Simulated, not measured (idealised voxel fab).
Process module, titled voxel local oxidation
Cross-section cut: width 220 nm, square cells of 5 nm.
Think of the cross-section as a grid of square cells. We describe it in bands, top to bottom, and each band covers one or more rows of those cells.
Heads up on the band format: heights come first, top then bottom, in nm. After that it's the materials left to right, each with its width in nm. A single material flagged "all across" fills the whole band edge to edge, and "blank" means there's empty space there.
Heights are expressed relative to 0, this being the level below which the as-received wafer comprises one material exclusively. The lowest band is unbounded in the downward direction and is denoted as in "0 nm and below".
It should be noted that a width expressed as "30->40" varies in equal increments from row to row of cells within the band, taking the value of the first number at the top row and that of the second number at the bottom row.
"nothing different" (step): cross-section cells unchanged, all of them.
"Sealed void list" - sealed voids, min. 8 cells, no opening to top; format: width x height at distance (distance from left edge; nm throughout).
If you see something after the settings on a step's line, that's the simulator's own remark about that step.
A step's line can hold "overlay nm"; with a mask on that step, the setting says how far right of the planned place the mask lay, while a negative setting says it lay to the left.

The following list gives the planned process steps:
step 1: RECEIVE | material Si
step 2: CONFORMAL_DEP | material SiO2 | thk nm 5
step 3: CONFORMAL_DEP | material SiN | thk nm 10
step 4: MASKED_ETCH | tone cover | mask id ACTIVE | width nm 95 | etch materials SiN | depth nm 10 | overlay nm 0
step 5: SELECTIVE_ETCH | etch materials SiO2 | depth nm 5
step 6: OXIDIZE | depth nm 15
step 7: STRIP | etch materials SiN

First of two wafers - as planned:

Received-state cross-section, reflecting completion of step 1:
- 0 nm and below = Si all across
- Sealed void list: none

Cross-section: wafer state after step 2:
- 5 nm to 0 nm = SiO2 all across
- Anything lower than 0 is untouched.

Cross-section: wafer state after step 3:
- 15 nm to 5 nm = SiN all across
- Anything lower than 5 is untouched.

Cross-section: wafer state after step 4:
- 15 nm to 5 nm = 60 of blank / 95 of SiN / 65 of blank
- Anything lower than 5 is untouched.

Cross-section: wafer state after step 5:
- 15 nm to 5 nm = 60 of blank / 95 of SiN / 65 of blank
- 5 nm to 0 nm = 65 of blank / 85 of SiO2 / 70 of blank
- Anything lower than 0 is untouched.

Cross-section: wafer state after step 6:
- 15 nm to 5 nm = 60 of blank / 95 of SiN / 65 of blank
- 5 nm to 0 nm = 65 of blank / 85 of SiO2 / 70 of blank
- 0 nm to -15 nm = 80 of SiO2 / 55 of Si / 85 of SiO2
- Anything lower than -15 is untouched.

Cross-section: wafer state after step 7:
- 5 nm to 0 nm = 65 of blank / 85 of SiO2 / 70 of blank
- Anything lower than 0 is untouched.

The remaining wafer, second of the two, started like the first and was run to the same plan, except that one mistake was made along the way; the two coincide through step 3, inclusive:

The second wafer in cross-section, at the planned close of step 4:
- 15 nm to 5 nm = 60 of SiN / 95 of blank / 65 of SiN
- Anything lower than 5 is untouched.

The second wafer in cross-section, at the planned close of step 5:
- 15 nm to 5 nm = 60 of SiN / 95 of blank / 65 of SiN
- 5 nm to 0 nm = 55 of SiO2 / 105 of blank / 60 of SiO2
- Anything lower than 0 is untouched.

The second wafer in cross-section, at the planned close of step 6:
- 15 nm to 5 nm = 60 of SiN / 95 of blank / 65 of SiN
- 5 nm to 0 nm = 55 of SiO2 / 105 of blank / 60 of SiO2
- 0 nm to -15 nm = 40 of Si / 135 of SiO2 / 45 of Si
- Anything lower than -15 is untouched.

The second wafer in cross-section, at the planned close of step 7:
- 5 nm to 0 nm = 55 of SiO2 / 105 of blank / 60 of SiO2
- Anything lower than 0 is untouched.
Diagnosis: in deviation from the planned setting, step 4 was conducted as MASKED_ETCH | tone open | mask id ACTIVE | width nm 95 | etch materials SiN | depth nm 10 | overlay nm 0
Per the end-of-run cell counts, the second wafer holds more or fewer of some materials than the first: Si: 18 more, SiO2: 12 fewer
